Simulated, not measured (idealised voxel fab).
Herein follows the process module entitled voxel self aligned contacts.
Pictured: cross-section cut, 215 nm wide, on a grid of 5 nm square cells.
Format of a cross-section: grid, square cells. Given as bands. Order: top down. Band: one or more rows of cells. The entry gives the band's vertical extent as a top height and a bottom height in nm, then its horizontal make-up as materials from left to right, each with a width in nm. "air" stands for empty space; a single material marked "throughout" fills the band edge to edge. All heights in this document are referenced to 0, defined as the level beneath which the wafer, as received, consists entirely of one material. The lowest band is not bounded below; it extends indefinitely downward and is written in the form "z 0 and below". Top row gets the first number, bottom row gets the second, and each row in between changes by the same step: that is how a band width like "30->40" works. "remained the same" after a step means that no cell of the cross-section changed. The label "Completely enclosed voids" introduces a list of the empty spaces, 8 cells or larger, that have no open way up to the top; each entry in it reads width x height at distance, where the distance is taken from the left edge and all three are stated in nm. Formally, on a step line, whatever follows the settings is a remark that the simulator itself makes on the step. If you see "overlay nm" on a step's line and that step has a mask, it's telling you how far right of where it was planned the mask ended up; a negative number means it went left instead.

The following list gives the planned process steps:
| 1 | op RECEIVE | material Si |
| 2 | op CONFORMAL_DEP | material SiO2 | thk nm 5 |
| 3 | op DIRECTIONAL_DEP | material polySi | thk nm 20 |
| 4 | op DIRECTIONAL_DEP | material SiN | thk nm 25 |
| 5 | op MASKED_ETCH | tone cover | mask id GATE | width nm 25 | pitch nm 65 | etch materials SiN | depth nm 25 | overlay nm 0 |
| 6 | op MASKED_ETCH | tone cover | mask id GATE | width nm 25 | pitch nm 65 | etch materials polySi | depth nm 20 | overlay nm 0 |
| 7 | op CONFORMAL_DEP | material SiN | thk nm 10 |
| 8 | op DIRECTIONAL_ETCH | etch materials SiN | depth nm 10 |
| 9 | op FILL_DEP | material SiO2 | thk nm 20 |
| 10 | op CMP | height nm 60 |
| 11 | op DIRECTIONAL_DEP | material aC | thk nm 15 |
| 12 | op PATTERN | tone open | mask id CONTACT | material resist | width nm 50 | pitch nm 65 | thk nm 35 | overlay nm 0 |
| 13 | op DIRECTIONAL_ETCH | etch materials aC | depth nm 15 |
| 14 | op STRIP | etch materials resist |
| 15 | op DIRECTIONAL_ETCH | etch materials SiO2 | depth nm 60 |
| 16 | op STRIP | etch materials aC |
| 17 | op CONFORMAL_DEP | material TiN | thk nm 5 |
| 18 | op FILL_DEP | material Ru | thk nm 5 |
| 19 | op CMP | height nm 60 |
| 20 | op CONFORMAL_DEP | material SiCN | thk nm 5 |

The first wafer of two, processed as planned:

Incoming wafer in cross-section (state: after step 1):
* z 0 and below  Si throughout
* Completely enclosed voids: none

So this is the wafer cross-section right after step 2:
* z 5 to 0  SiO2 throughout
* All layers under 0 are left as they were.

So this is the wafer cross-section right after step 3:
* z 25 to 5  polySi throughout
* All layers under 5 are left as they were.

So this is the wafer cross-section right after step 4:
* z 50 to 25  SiN throughout
* All layers under 25 are left as they were.

So this is the wafer cross-section right after step 5:
* z 50 to 25  30 of air, 25 of SiN, 40 of air, 25 of SiN, 40 of air, 25 of SiN, 30 of air
* All layers under 25 are left as they were.

So this is the wafer cross-section right after step 6:
* z 50 to 25  30 of air, 25 of SiN, 40 of air, 25 of SiN, 40 of air, 25 of SiN, 30 of air
* z 25 to 5  30 of air, 25 of polySi, 40 of air, 25 of polySi, 40 of air, 25 of polySi, 30 of air
* All layers under 5 are left as they were.

So this is the wafer cross-section right after step 7:
* z 60 to 25  20 of air, 45 of SiN, 20 of air, 45 of SiN, 20 of air, 45 of SiN, 20 of air
* z 25 to 15  20 of air, 10 of SiN, 25 of polySi, 10 of SiN, 20 of air, 10 of SiN, 25 of polySi, 10 of SiN, 20 of air, 10 of SiN, 25 of polySi, 10 of SiN, 20 of air
* z 15 to 5  30 of SiN, 25 of polySi, 40 of SiN, 25 of polySi, 40 of SiN, 25 of polySi, 30 of SiN
* All layers under 5 are left as they were.

So this is the wafer cross-section right after step 8:
* z 50 to 25  20 of air, 45 of SiN, 20 of air, 45 of SiN, 20 of air, 45 of SiN, 20 of air
* z 25 to 5  20 of air, 10 of SiN, 25 of polySi, 10 of SiN, 20 of air, 10 of SiN, 25 of polySi, 10 of SiN, 20 of air, 10 of SiN, 25 of polySi, 10 of SiN, 20 of air
* All layers under 5 are left as they were.

So this is the wafer cross-section right after step 9:
* z 70 to 50  SiO2 throughout
* z 50 to 25  20 of SiO2, 45 of SiN, 20 of SiO2, 45 of SiN, 20 of SiO2, 45 of SiN, 20 of SiO2
* z 25 to 5  20 of SiO2, 10 of SiN, 25 of polySi, 10 of SiN, 20 of SiO2, 10 of SiN, 25 of polySi, 10 of SiN, 20 of SiO2, 10 of SiN, 25 of polySi, 10 of SiN, 20 of SiO2
* All layers under 5 are left as they were.

So this is the wafer cross-section right after step 10:
* z 60 to 50  SiO2 throughout
* All layers under 50 are left as they were.

So this is the wafer cross-section right after step 11:
* z 75 to 60  aC throughout
* All layers under 60 are left as they were.

So this is the wafer cross-section right after step 12:
* z 110 to 75  50 of resist, 50 of air, 15 of resist, 50 of air, 50 of resist
* All layers under 75 are left as they were.

So this is the wafer cross-section right after step 13:
* z 95 to 75  50 of resist, 50 of air, 15 of resist, 50 of air, 50 of resist
* z 75 to 60  50 of aC, 50 of air, 15 of aC, 50 of air, 50 of aC
* All layers under 60 are left as they were.

So this is the wafer cross-section right after step 14:
* z 75 to 60  50 of aC, 50 of air, 15 of aC, 50 of air, 50 of aC
* All layers under 60 are left as they were.

So this is the wafer cross-section right after step 15:
* z 75 to 60  50 of aC, 50 of air, 15 of aC, 50 of air, 50 of aC
* z 60 to 50  50 of SiO2, 50 of air, 15 of SiO2, 50 of air, 50 of SiO2
* z 50 to 25  20 of SiO2, 45 of SiN, 20 of air, 45 of SiN, 20 of air, 45 of SiN, 20 of SiO2
* z 25 to 5  20 of SiO2, 10 of SiN, 25 of polySi, 10 of SiN, 20 of air, 10 of SiN, 25 of polySi, 10 of SiN, 20 of air, 10 of SiN, 25 of polySi, 10 of SiN, 20 of SiO2
* z 5 to 0  65 of SiO2, 20 of air, 45 of SiO2, 20 of air, 65 of SiO2
* All layers under 0 are left as they were.

So this is the wafer cross-section right after step 16:
* z 60 to 50  50 of SiO2, 50 of air, 15 of SiO2, 50 of air, 50 of SiO2
* All layers under 50 are left as they were.

So this is the wafer cross-section right after step 17:
* z 65 to 60  55 of TiN, 40 of air, 25 of TiN, 40 of air, 55 of TiN
* z 60 to 50  50 of SiO2, 5->20 of TiN, 40->10 of air, 5->20 of TiN, 15 of SiO2, 5->20 of TiN, 40->10 of air, 5->20 of TiN, 50 of SiO2
* z 50 to 25  20 of SiO2, 45 of SiN, 5 of TiN, 10 of air, 5 of TiN, 45 of SiN, 5 of TiN, 10 of air, 5 of TiN, 45 of SiN, 20 of SiO2
* z 25 to 5  20 of SiO2, 10 of SiN, 25 of polySi, 10 of SiN, 5 of TiN, 10 of air, 5 of TiN, 10 of SiN, 25 of polySi, 10 of SiN, 5 of TiN, 10 of air, 5 of TiN, 10 of SiN, 25 of polySi, 10 of SiN, 20 of SiO2
* z 5 to 0  65 of SiO2, 20 of TiN, 45 of SiO2, 20 of TiN, 65 of SiO2
* All layers under 0 are left as they were.

So this is the wafer cross-section right after step 18:
* z 70 to 65  Ru throughout
* z 65 to 60  55 of TiN, 40 of Ru, 25 of TiN, 40 of Ru, 55 of TiN
* z 60 to 50  50 of SiO2, 5->20 of TiN, 40->10 of Ru, 5->20 of TiN, 15 of SiO2, 5->20 of TiN, 40->10 of Ru, 5->20 of TiN, 50 of SiO2
* z 50 to 25  20 of SiO2, 45 of SiN, 5 of TiN, 10 of Ru, 5 of TiN, 45 of SiN, 5 of TiN, 10 of Ru, 5 of TiN, 45 of SiN, 20 of SiO2
* z 25 to 5  20 of SiO2, 10 of SiN, 25 of polySi, 10 of SiN, 5 of TiN, 10 of Ru, 5 of TiN, 10 of SiN, 25 of polySi, 10 of SiN, 5 of TiN, 10 of Ru, 5 of TiN, 10 of SiN, 25 of polySi, 10 of SiN, 20 of SiO2
* All layers under 5 are left as they were.

So this is the wafer cross-section right after step 19:
* z 60 to 50  50 of SiO2, 5->20 of TiN, 40->10 of Ru, 5->20 of TiN, 15 of SiO2, 5->20 of TiN, 40->10 of Ru, 5->20 of TiN, 50 of SiO2
* All layers under 50 are left as they were.

So this is the wafer cross-section right after step 20:
* z 65 to 60  SiCN throughout
* All layers under 60 are left as they were.

Companion wafer, the second of two: same beginning, same intended sequence, one mistake in carrying it out; through step 11 inclusive it tracks the first exactly:

Look at the second wafer in cross-section at the time step 12 ought to have finished:
* z 110 to 75  55 of resist, 40 of air, 25 of resist, 40 of air, 55 of resist
* All layers under 75 are left as they were.

Look at the second wafer in cross-section at the time step 13 ought to have finished:
* z 95 to 75  55 of resist, 40 of air, 25 of resist, 40 of air, 55 of resist
* z 75 to 60  55 of aC, 40 of air, 25 of aC, 40 of air, 55 of aC
* All layers under 60 are left as they were.

Look at the second wafer in cross-section at the time step 14 ought to have finished:
* z 75 to 60  55 of aC, 40 of air, 25 of aC, 40 of air, 55 of aC
* All layers under 60 are left as they were.

Look at the second wafer in cross-section at the time step 15 ought to have finished:
* z 75 to 60  55 of aC, 40 of air, 25 of aC, 40 of air, 55 of aC
* z 60 to 50  55 of SiO2, 40 of air, 25 of SiO2, 40 of air, 55 of SiO2
* z 50 to 25  20 of SiO2, 45 of SiN, 20 of air, 45 of SiN, 20 of air, 45 of SiN, 20 of SiO2
* z 25 to 5  20 of SiO2, 10 of SiN, 25 of polySi, 10 of SiN, 20 of air, 10 of SiN, 25 of polySi, 10 of SiN, 20 of air, 10 of SiN, 25 of polySi, 10 of SiN, 20 of SiO2
* z 5 to 0  65 of SiO2, 20 of air, 45 of SiO2, 20 of air, 65 of SiO2
* All layers under 0 are left as they were.

Look at the second wafer in cross-section at the time step 16 ought to have finished:
* z 60 to 50  55 of SiO2, 40 of air, 25 of SiO2, 40 of air, 55 of SiO2
* All layers under 50 are left as they were.

Look at the second wafer in cross-section at the time step 17 ought to have finished:
* z 65 to 60  60 of TiN, 30 of air, 35 of TiN, 30 of air, 60 of TiN
* z 60 to 50  55 of SiO2, 5->15 of TiN, 30->10 of air, 5->15 of TiN, 25 of SiO2, 5->15 of TiN, 30->10 of air, 5->15 of TiN, 55 of SiO2
* z 50 to 25  20 of SiO2, 45 of SiN, 5 of TiN, 10 of air, 5 of TiN, 45 of SiN, 5 of TiN, 10 of air, 5 of TiN, 45 of SiN, 20 of SiO2
* z 25 to 5  20 of SiO2, 10 of SiN, 25 of polySi, 10 of SiN, 5 of TiN, 10 of air, 5 of TiN, 10 of SiN, 25 of polySi, 10 of SiN, 5 of TiN, 10 of air, 5 of TiN, 10 of SiN, 25 of polySi, 10 of SiN, 20 of SiO2
* z 5 to 0  65 of SiO2, 20 of TiN, 45 of SiO2, 20 of TiN, 65 of SiO2
* All layers under 0 are left as they were.

Look at the second wafer in cross-section at the time step 18 ought to have finished:
* z 70 to 65  Ru throughout
* z 65 to 60  60 of TiN, 30 of Ru, 35 of TiN, 30 of Ru, 60 of TiN
* z 60 to 50  55 of SiO2, 5->15 of TiN, 30->10 of Ru, 5->15 of TiN, 25 of SiO2, 5->15 of TiN, 30->10 of Ru, 5->15 of TiN, 55 of SiO2
* z 50 to 25  20 of SiO2, 45 of SiN, 5 of TiN, 10 of Ru, 5 of TiN, 45 of SiN, 5 of TiN, 10 of Ru, 5 of TiN, 45 of SiN, 20 of SiO2
* z 25 to 5  20 of SiO2, 10 of SiN, 25 of polySi, 10 of SiN, 5 of TiN, 10 of Ru, 5 of TiN, 10 of SiN, 25 of polySi, 10 of SiN, 5 of TiN, 10 of Ru, 5 of TiN, 10 of SiN, 25 of polySi, 10 of SiN, 20 of SiO2
* All layers under 5 are left as they were.

Look at the second wafer in cross-section at the time step 19 ought to have finished:
* z 60 to 50  55 of SiO2, 5->15 of TiN, 30->10 of Ru, 5->15 of TiN, 25 of SiO2, 5->15 of TiN, 30->10 of Ru, 5->15 of TiN, 55 of SiO2
* All layers under 50 are left as they were.

Look at the second wafer in cross-section at the time step 20 ought to have finished:
* z 65 to 60  SiCN throughout
* All layers under 60 are left as they were.
Here's what went sideways: planned and actual differ for step 12; actual: op PATTERN | tone open | mask id CONTACT | material resist | width nm 40 | pitch nm 65 | thk nm 35 | overlay nm 0
Looking at both finished wafers in cells, the second ends up ahead of or behind the first on some materials: Ru: 4 fewer | SiO2: 8 more | TiN: 4 fewer
